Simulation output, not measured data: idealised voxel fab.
process module | voxel capacitor over wiring
cross-section cut | 195 nm wide | cells 5 nm
A cross-section is a grid of square cells, given in bands from the top down. A band is one or more rows of cells.
Each band's line starts with the height of the band's top and of its bottom, in nm. Then come its materials from left to right, each with its width in nm. One material with "throughout" fills the band from edge to edge. "air" is empty space.
Height 0 is the level under which the wafer as received is all one material. The lowest band goes on downwards, as in "0 down".
A width such as "30 to 40" changes by the same amount from each row of cells to the next, from the band's top row to its bottom row.
"no change" after a step means that no cell of the cross-section changed.
closed voids: empty space of 8 cells or more with no open way to the top, each as width x height at its distance from the left edge, in nm
after a step's settings: what the simulator itself notes on the step
overlay nm, on a step with a mask: how far to the right of its planned place the mask lay; to the left if negative
plan
1 op RECEIVE | material Si
2 op CONFORMAL_DEP | material SiO2 | thk nm 15
3 op CONFORMAL_DEP | material SiCN | thk nm 5
4 op DIRECTIONAL_DEP | material lowk | thk nm 20
5 op MASKED_ETCH | tone open | mask id METAL_1 | width nm 20 | pitch nm 80 | etch materials lowk | depth nm 20 | overlay nm 0
6 op MASKED_ETCH | tone open | mask id METAL_1 | width nm 20 | pitch nm 80 | etch materials SiCN | depth nm 5 | overlay nm 0
7 op CONFORMAL_DEP | material TiN | thk nm 5
8 op FILL_DEP | material Cu | thk nm 5
9 op CMP | height nm 40
10 op CONFORMAL_DEP | material SiCN | thk nm 5
11 op DIRECTIONAL_DEP | material lowk | thk nm 20
12 op DIRECTIONAL_DEP | material aC | thk nm 10
13 op PATTERN | tone open | mask id PLUG_1 | material resist | width nm 15 | thk nm 25 | overlay nm 0
14 op DIRECTIONAL_ETCH | etch materials aC | depth nm 10
15 op STRIP | etch materials resist
16 op DIRECTIONAL_ETCH | etch materials lowk | depth nm 20
17 op DIRECTIONAL_ETCH | etch materials SiCN | depth nm 5
18 op STRIP | etch materials aC
19 op CONFORMAL_DEP | material TiN | thk nm 5
20 op FILL_DEP | material Ru | thk nm 10
21 op CMP | height nm 65
22 op DIRECTIONAL_DEP | material TiN | thk nm 5
23 op DIRECTIONAL_DEP | material Al2O3 | thk nm 5
24 op DIRECTIONAL_DEP | material TiN | thk nm 10
25 op MASKED_ETCH | tone cover | mask id UPPER_PLATE | width nm 65 | etch materials TiN | depth nm 10 | overlay nm 0
26 op MASKED_ETCH | tone cover | mask id UPPER_PLATE | width nm 65 | etch materials Al2O3 | depth nm 5 | overlay nm 0
27 op MASKED_ETCH | tone cover | mask id LOWER_PLATE | width nm 75 | etch materials TiN | depth nm 5 | overlay nm 0
28 op FILL_DEP | material SiO2 | thk nm 15
29 op CMP | height nm 95
30 op PATTERN | tone open | mask id PLUG_2 | material resist | width nm 15 | thk nm 15 | overlay nm 0
31 op DIRECTIONAL_ETCH | etch materials SiO2 | depth nm 10
32 op STRIP | etch materials resist
33 op CONFORMAL_DEP | material TiN | thk nm 5
34 op FILL_DEP | material W | thk nm 5
35 op CMP | height nm 95
36 op CONFORMAL_DEP | material SiCN | thk nm 5
first wafer, as planned
as received, after step 1
  0 down: Si throughout
  closed voids: none
after step 2
  15 to 0: SiO2 throughout
  below 0: unchanged
after step 3
  20 to 15: SiCN throughout
  below 15: unchanged
after step 4
  40 to 20: lowk throughout
  below 20: unchanged
after step 5
  40 to 20: lowk 45 | air 20 | lowk 60 | air 20 | lowk 50
  below 20: unchanged
after step 6
  40 to 20: lowk 45 | air 20 | lowk 60 | air 20 | lowk 50
  20 to 15: SiCN 45 | air 20 | SiCN 60 | air 20 | SiCN 50
  below 15: unchanged
after step 7
  45 to 40: TiN 50 | air 10 | TiN 70 | air 10 | TiN 55
  40 to 20: lowk 45 | TiN 5 | air 10 | TiN 5 | lowk 60 | TiN 5 | air 10 | TiN 5 | lowk 50
  20 to 15: SiCN 45 | TiN 20 | SiCN 60 | TiN 20 | SiCN 50
  below 15: unchanged
after step 8
  50 to 45: Cu throughout
  45 to 40: TiN 50 | Cu 10 | TiN 70 | Cu 10 | TiN 55
  40 to 20: lowk 45 | TiN 5 | Cu 10 | TiN 5 | lowk 60 | TiN 5 | Cu 10 | TiN 5 | lowk 50
  below 20: unchanged
after step 9
  40 to 20: lowk 45 | TiN 5 | Cu 10 | TiN 5 | lowk 60 | TiN 5 | Cu 10 | TiN 5 | lowk 50
  below 20: unchanged
after step 10
  45 to 40: SiCN throughout
  below 40: unchanged
after step 11
  65 to 45: lowk throughout
  below 45: unchanged
after step 12
  75 to 65: aC throughout
  below 65: unchanged
after step 13
  100 to 75: resist 50 | air 15 | resist 130
  below 75: unchanged
after step 14
  90 to 75: resist 50 | air 15 | resist 130
  75 to 65: aC 50 | air 15 | aC 130
  below 65: unchanged
after step 15
  75 to 65: aC 50 | air 15 | aC 130
  below 65: unchanged
after step 16
  75 to 65: aC 50 | air 15 | aC 130
  65 to 45: lowk 50 | air 15 | lowk 130
  below 45: unchanged
after step 17
  75 to 65: aC 50 | air 15 | aC 130
  65 to 45: lowk 50 | air 15 | lowk 130
  45 to 40: SiCN 50 | air 15 | SiCN 130
  below 40: unchanged
after step 18
  65 to 45: lowk 50 | air 15 | lowk 130
  below 45: unchanged
after step 19
  70 to 65: TiN 55 | air 5 | TiN 135
  65 to 45: lowk 50 | TiN 5 | air 5 | TiN 5 | lowk 130
  45 to 40: SiCN 50 | TiN 15 | SiCN 130
  below 40: unchanged
after step 20
  80 to 70: Ru throughout
  70 to 65: TiN 55 | Ru 5 | TiN 135
  65 to 45: lowk 50 | TiN 5 | Ru 5 | TiN 5 | lowk 130
  below 45: unchanged
after step 21
  65 to 45: lowk 50 | TiN 5 | Ru 5 | TiN 5 | lowk 130
  below 45: unchanged
after step 22
  70 to 65: TiN throughout
  below 65: unchanged
after step 23
  75 to 70: Al2O3 throughout
  below 70: unchanged
after step 24
  85 to 75: TiN throughout
  below 75: unchanged
after step 25
  85 to 75: air 50 | TiN 65 | air 80
  below 75: unchanged
after step 26
  85 to 75: air 50 | TiN 65 | air 80
  75 to 70: air 50 | Al2O3 65 | air 80
  below 70: unchanged
after step 27
  85 to 75: air 50 | TiN 65 | air 80
  75 to 70: air 50 | Al2O3 65 | air 80
  70 to 65: air 45 | TiN 75 | air 75
  below 65: unchanged
after step 28
  100 to 85: SiO2 throughout
  85 to 75: SiO2 50 | TiN 65 | SiO2 80
  75 to 70: SiO2 50 | Al2O3 65 | SiO2 80
  70 to 65: SiO2 45 | TiN 75 | SiO2 75
  below 65: unchanged
after step 29
  95 to 85: SiO2 throughout
  below 85: unchanged
after step 30
  110 to 95: resist 60 | air 15 | resist 120
  below 95: unchanged
after step 31
  110 to 95: resist 60 | air 15 | resist 120
  95 to 85: SiO2 60 | air 15 | SiO2 120
  below 85: unchanged
after step 32
  95 to 85: SiO2 60 | air 15 | SiO2 120
  below 85: unchanged
after step 33
  100 to 95: TiN 65 | air 5 | TiN 125
  95 to 90: SiO2 60 | TiN 5 | air 5 | TiN 5 | SiO2 120
  90 to 85: SiO2 60 | TiN 15 | SiO2 120
  below 85: unchanged
after step 34
  105 to 100: W throughout
  100 to 95: TiN 65 | W 5 | TiN 125
  95 to 90: SiO2 60 | TiN 5 | W 5 | TiN 5 | SiO2 120
  below 90: unchanged
after step 35
  95 to 90: SiO2 60 | TiN 5 | W 5 | TiN 5 | SiO2 120
  below 90: unchanged
after step 36
  100 to 95: SiCN throughout
  below 95: unchanged
second wafer: like start, like plan, one mistake. Through step 2 it matches the first wafer
when step 3 should have ended: no change
when step 4 should have ended
  35 to 15: lowk throughout
  below 15: unchanged
when step 5 should have ended
  35 to 15: lowk 45 | air 20 | lowk 60 | air 20 | lowk 50
  below 15: unchanged
when step 6 should have ended: no change
when step 7 should have ended
  40 to 35: TiN 50 | air 10 | TiN 70 | air 10 | TiN 55
  35 to 20: lowk 45 | TiN 5 | air 10 | TiN 5 | lowk 60 | TiN 5 | air 10 | TiN 5 | lowk 50
  20 to 15: lowk 45 | TiN 20 | lowk 60 | TiN 20 | lowk 50
  below 15: unchanged
when step 8 should have ended
  45 to 40: Cu throughout
  40 to 35: TiN 50 | Cu 10 | TiN 70 | Cu 10 | TiN 55
  35 to 20: lowk 45 | TiN 5 | Cu 10 | TiN 5 | lowk 60 | TiN 5 | Cu 10 | TiN 5 | lowk 50
  below 20: unchanged
when step 9 should have ended
  40 to 35: TiN 50 | Cu 10 | TiN 70 | Cu 10 | TiN 55
  below 35: unchanged
when step 10 should have ended
  45 to 40: SiCN throughout
  below 40: unchanged
when step 11 should have ended
  65 to 45: lowk throughout
  below 45: unchanged
when step 12 should have ended
  75 to 65: aC throughout
  below 65: unchanged
when step 13 should have ended
  100 to 75: resist 50 | air 15 | resist 130
  below 75: unchanged
when step 14 should have ended
  90 to 75: resist 50 | air 15 | resist 130
  75 to 65: aC 50 | air 15 | aC 130
  below 65: unchanged
when step 15 should have ended
  75 to 65: aC 50 | air 15 | aC 130
  below 65: unchanged
when step 16 should have ended
  75 to 65: aC 50 | air 15 | aC 130
  65 to 45: lowk 50 | air 15 | lowk 130
  below 45: unchanged
when step 17 should have ended
  75 to 65: aC 50 | air 15 | aC 130
  65 to 45: lowk 50 | air 15 | lowk 130
  45 to 40: SiCN 50 | air 15 | SiCN 130
  below 40: unchanged
when step 18 should have ended
  65 to 45: lowk 50 | air 15 | lowk 130
  below 45: unchanged
when step 19 should have ended
  70 to 65: TiN 55 | air 5 | TiN 135
  65 to 45: lowk 50 | TiN 5 | air 5 | TiN 5 | lowk 130
  45 to 40: SiCN 50 | TiN 15 | SiCN 130
  below 40: unchanged
when step 20 should have ended
  80 to 70: Ru throughout
  70 to 65: TiN 55 | Ru 5 | TiN 135
  65 to 45: lowk 50 | TiN 5 | Ru 5 | TiN 5 | lowk 130
  below 45: unchanged
when step 21 should have ended
  65 to 45: lowk 50 | TiN 5 | Ru 5 | TiN 5 | lowk 130
  below 45: unchanged
when step 22 should have ended
  70 to 65: TiN throughout
  below 65: unchanged
when step 23 should have ended
  75 to 70: Al2O3 throughout
  below 70: unchanged
when step 24 should have ended
  85 to 75: TiN throughout
  below 75: unchanged
when step 25 should have ended
  85 to 75: air 50 | TiN 65 | air 80
  below 75: unchanged
when step 26 should have ended
  85 to 75: air 50 | TiN 65 | air 80
  75 to 70: air 50 | Al2O3 65 | air 80
  below 70: unchanged
when step 27 should have ended
  85 to 75: air 50 | TiN 65 | air 80
  75 to 70: air 50 | Al2O3 65 | air 80
  70 to 65: air 45 | TiN 75 | air 75
  below 65: unchanged
when step 28 should have ended
  100 to 85: SiO2 throughout
  85 to 75: SiO2 50 | TiN 65 | SiO2 80
  75 to 70: SiO2 50 | Al2O3 65 | SiO2 80
  70 to 65: SiO2 45 | TiN 75 | SiO2 75
  below 65: unchanged
when step 29 should have ended
  95 to 85: SiO2 throughout
  below 85: unchanged
when step 30 should have ended
  110 to 95: resist 60 | air 15 | resist 120
  below 95: unchanged
when step 31 should have ended
  110 to 95: resist 60 | air 15 | resist 120
  95 to 85: SiO2 60 | air 15 | SiO2 120
  below 85: unchanged
when step 32 should have ended
  95 to 85: SiO2 60 | air 15 | SiO2 120
  below 85: unchanged
when step 33 should have ended
  100 to 95: TiN 65 | air 5 | TiN 125
  95 to 90: SiO2 60 | TiN 5 | air 5 | TiN 5 | SiO2 120
  90 to 85: SiO2 60 | TiN 15 | SiO2 120
  below 85: unchanged
when step 34 should have ended
  105 to 100: W throughout
  100 to 95: TiN 65 | W 5 | TiN 125
  95 to 90: SiO2 60 | TiN 5 | W 5 | TiN 5 | SiO2 120
  below 90: unchanged
when step 35 should have ended
  95 to 90: SiO2 60 | TiN 5 | W 5 | TiN 5 | SiO2 120
  below 90: unchanged
when step 36 should have ended
  100 to 95: SiCN throughout
  below 95: unchanged
what went wrong: step 3 was left out
at the end the second wafer has, in cells: 31 fewer of SiCN | 31 more of TiN
